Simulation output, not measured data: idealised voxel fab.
A process module follows: voxel wiring stack.
Each square cell in cross-section cut measures 5 nm, and the section as a whole is 180 nm wide.
Throughout this document, each cross-section is represented as a grid of square cells and is presented as a sequence of bands enumerated from the top downward, where a band comprises one or more rows of cells. A band entry consists of two parts. The first gives the height of the band's top and the height of its bottom, in nm. The rest lists the band's materials from left to right, each with its width in nm. A single material labelled with the word "all across" fills the band from edge to edge, and the word "air" marks empty space. Height 0 is the level under which the wafer as received is all one material. The lowest band goes on downwards, as in "0 nm and below". Note: "30..40" means the width goes from the first number (top row of the band) to the second number (bottom row) in equal steps per row of cells. Where the words "nothing altered" appear for a step, the cross-section shows no cell changed by that step; every cell remained as before. Each empty space that has no open way to the top and spans at least 8 cells appears under "Tabulated closed voids" as width x height at distance, the distance counted from the left edge, all in nm. Formally, on a step line, whatever follows the settings is a remark that the simulator itself makes on the step. The line of a step may include "overlay nm". On a step with a mask, this value is how far to the right of its planned place the mask lay. A negative value means the mask lay to the left.

## The steps planned for the process are as follows
| 1 | RECEIVE with material Si |
| 2 | CONFORMAL_DEP with material SiO2, thk nm 10 |
| 3 | CONFORMAL_DEP with material SiN, thk nm 5 |
| 4 | DIRECTIONAL_DEP with material SiO2, thk nm 25 |
| 5 | MASKED_ETCH with tone open, mask id METAL_1, width nm 30, pitch nm 55, etch materials SiO2, depth nm 25, overlay nm 0 |
| 6 | MASKED_ETCH with tone open, mask id METAL_1, width nm 30, pitch nm 55, etch materials SiN, depth nm 5, overlay nm 0 |
| 7 | CONFORMAL_DEP with material TiN, thk nm 5 |
| 8 | FILL_DEP with material Cu, thk nm 5 |
| 9 | CMP with height nm 40 |
| 10 | CONFORMAL_DEP with material SiCN, thk nm 5 |
| 11 | DIRECTIONAL_DEP with material lowk, thk nm 15 |
| 12 | DIRECTIONAL_DEP with material aC, thk nm 15 |
| 13 | PATTERN with tone open, mask id PLUG_1, material resist, width nm 15, thk nm 35, overlay nm 0 |
| 14 | DIRECTIONAL_ETCH with etch materials aC, depth nm 15 |
| 15 | STRIP with etch materials resist |
| 16 | DIRECTIONAL_ETCH with etch materials lowk, depth nm 15 |
| 17 | DIRECTIONAL_ETCH with etch materials SiCN, depth nm 5 |
| 18 | STRIP with etch materials aC |
| 19 | EPI with material Ru, thk nm 10 |
| 20 | EPI with material Ru, thk nm 10 |
| 21 | CONFORMAL_DEP with material SiCN, thk nm 5 |
| 22 | DIRECTIONAL_DEP with material SiO2, thk nm 15 |
| 23 | DIRECTIONAL_DEP with material aC, thk nm 15 |
| 24 | PATTERN with tone open, mask id METAL_2, material resist, width nm 20, pitch nm 55, thk nm 35, overlay nm 0 |
| 25 | DIRECTIONAL_ETCH with etch materials aC, depth nm 15 |
| 26 | STRIP with etch materials resist |
| 27 | DIRECTIONAL_ETCH with etch materials SiO2, depth nm 15 |
| 28 | DIRECTIONAL_ETCH with etch materials SiCN, depth nm 5 |
| 29 | STRIP with etch materials aC |
| 30 | CONFORMAL_DEP with material TiN, thk nm 5 |
| 31 | FILL_DEP with material W, thk nm 10 |
| 32 | CMP with height nm 80 |
| 33 | CONFORMAL_DEP with material SiCN, thk nm 5 |
| 34 | DIRECTIONAL_DEP with material SiO2, thk nm 15 |
| 35 | DIRECTIONAL_DEP with material aC, thk nm 15 |
| 36 | PATTERN with tone open, mask id PLUG_2, material resist, width nm 15, pitch nm 55, thk nm 30, overlay nm 0 |
| 37 | DIRECTIONAL_ETCH with etch materials aC, depth nm 15 |
| 38 | STRIP with etch materials resist |
| 39 | DIRECTIONAL_ETCH with etch materials SiO2, depth nm 15 |
| 40 | DIRECTIONAL_ETCH with etch materials SiCN, depth nm 5 |
| 41 | STRIP with etch materials aC |
| 42 | CONFORMAL_DEP with material TiN, thk nm 5 |
| 43 | FILL_DEP with material Ru, thk nm 5 |
| 44 | CMP with height nm 100 |
| 45 | DIRECTIONAL_DEP with material TiN, thk nm 5 |
| 46 | DIRECTIONAL_DEP with material Ru, thk nm 25 |
| 47 | MASKED_ETCH with tone cover, mask id METAL_3, width nm 30, pitch nm 55, etch materials Ru, depth nm 25, overlay nm 0 |
| 48 | MASKED_ETCH with tone cover, mask id METAL_3, width nm 30, pitch nm 55, etch materials TiN, depth nm 5, overlay nm 0 |
| 49 | CONFORMAL_DEP with material SiCN, thk nm 5 |
| 50 | FILL_DEP with material SiO2, thk nm 5 |
| 51 | CMP with height nm 130 |
| 52 | CONFORMAL_DEP with material SiCN, thk nm 5 |
| 53 | DIRECTIONAL_DEP with material lowk, thk nm 25 |
| 54 | PATTERN with tone open, mask id METAL_4_HOLES, material resist, width nm 15, pitch nm 55, thk nm 15, overlay nm 0 |
| 55 | DIRECTIONAL_ETCH with etch materials lowk, depth nm 25 |
| 56 | STRIP with etch materials resist |
| 57 | MASKED_ETCH with tone open, mask id METAL_4, width nm 30, pitch nm 55, etch materials lowk, depth nm 15, overlay nm 0 |
| 58 | MASKED_ETCH with tone open, mask id METAL_4, width nm 30, pitch nm 55, etch materials SiCN, depth nm 5, overlay nm 0 |
| 59 | CONFORMAL_DEP with material TiN, thk nm 5 |
| 60 | FILL_DEP with material Cu, thk nm 10 |
| 61 | CMP with height nm 160 |
| 62 | CONFORMAL_DEP with material SiCN, thk nm 5 |
Where the wafers of this document differ is in the width nm of step 24; they start out the same, and the plan states the value that applied to the first wafer.

## After step 1, as received: first of several wafers, cross-section
> 0 nm and below: Si all across
> Tabulated closed voids: none

## Every row in this table is a wafer at the end of the module, and it gives, for each of the materials, the cells that wafer has gained (+) or lost (-) since it was received, then its closed voids
width nm 20 | +62 Cu | +78 Ru | +201 SiCN | +24 SiN | +466 SiO2 | +114 TiN | +12 W | +231 lowk | Tabulated closed voids: none
width nm 25 | +62 Cu | +78 Ru | +199 SiCN | +24 SiN | +460 SiO2 | +116 TiN | +18 W | +231 lowk | Tabulated closed voids: none
width nm 30 | +62 Cu | +78 Ru | +197 SiCN | +24 SiN | +454 SiO2 | +118 TiN | +24 W | +231 lowk | Tabulated closed voids: none
width nm 35 | +62 Cu | +78 Ru | +195 SiCN | +24 SiN | +448 SiO2 | +120 TiN | +30 W | +231 lowk | Tabulated closed voids: none
width nm 40 | +62 Cu | +78 Ru | +193 SiCN | +24 SiN | +442 SiO2 | +122 TiN | +36 W | +231 lowk | Tabulated closed voids: none
